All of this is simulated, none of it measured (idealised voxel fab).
Name of the process module below: voxel local oxidation
This is section cut - it's 290 nm across, gridded in 5 nm square cells.
Each cross-section below is a grid of square cells, stated as bands in top-down order, with one or more rows of cells making up each band.
The band entry comprises the height of the band's top followed by the height of its bottom, expressed in nm, and subsequently the band's materials from left to right, each stated together with its width in nm. Where a single material is marked with the word "edge to edge", that material fills the band from edge to edge. The word "empty" represents empty space.
Basically, 0 is our baseline, since under it the wafer straight out of the box is all one material. The bottom band has no lower end and keeps on going down, so it looks like "z 0 and below".
The two numbers in a width such as "30->40" mark its ends across the band: the first belongs to the top row of cells, the second to the bottom row, and from each row to the next the width moves by the same amount.
For the purposes of this document, the phrase "no modifications" attached to a step denotes that no cell within the cross-section was modified by that step.
Empty spaces counting at least 8 cells and having no open way to the top are listed in "Sealed cavities". The notation width x height at distance is used for each, the distance being from the left edge and all three values in nm.
Whatever follows a step's settings on its line is a remark the simulator itself makes about that step.
Among the settings permitted on a step's line is "overlay nm"; applied to a step with a mask, it specifies the extent to which the mask lay to the right of its planned position, whereas a negative figure signifies a position to the left.

# Here's what the planned process steps look like
1. RECEIVE, material Si
2. CONFORMAL_DEP, material SiO2, thk nm 5
3. CONFORMAL_DEP, material SiN, thk nm 10
4. MASKED_ETCH, tone cover, mask id ACTIVE, width nm 100, pitch nm 140, etch materials SiN, depth nm 10, overlay nm 0
5. SELECTIVE_ETCH, etch materials SiO2, depth nm 5
6. OXIDIZE, depth nm 15
7. STRIP, etch materials SiN

# Incoming wafer in cross-section (state: after step 1)
    z 0 and below  Si edge to edge
    Sealed cavities: none

# The following cross-section depicts the wafer upon conclusion of the module. Processing commenced from the starting condition illustrated above and adhered to the plan illustrated above, save for one mistake in execution
    z 5 to 0  25 of empty | 100 of SiO2 | 40 of empty | 100 of SiO2 | 25 of empty
    z 0 to -15  40 of SiO2 | 70 of Si | 70 of SiO2 | 70 of Si | 40 of SiO2
    z -15 and below  Si edge to edge
    Sealed cavities: none
Heads up, the wafer didn't run the way we planned it: heads up, step 4 didn't go per plan, it actually ran as MASKED_ETCH, tone cover, mask id ACTIVE, width nm 110, pitch nm 140, etch materials SiN, depth nm 10, overlay nm 0
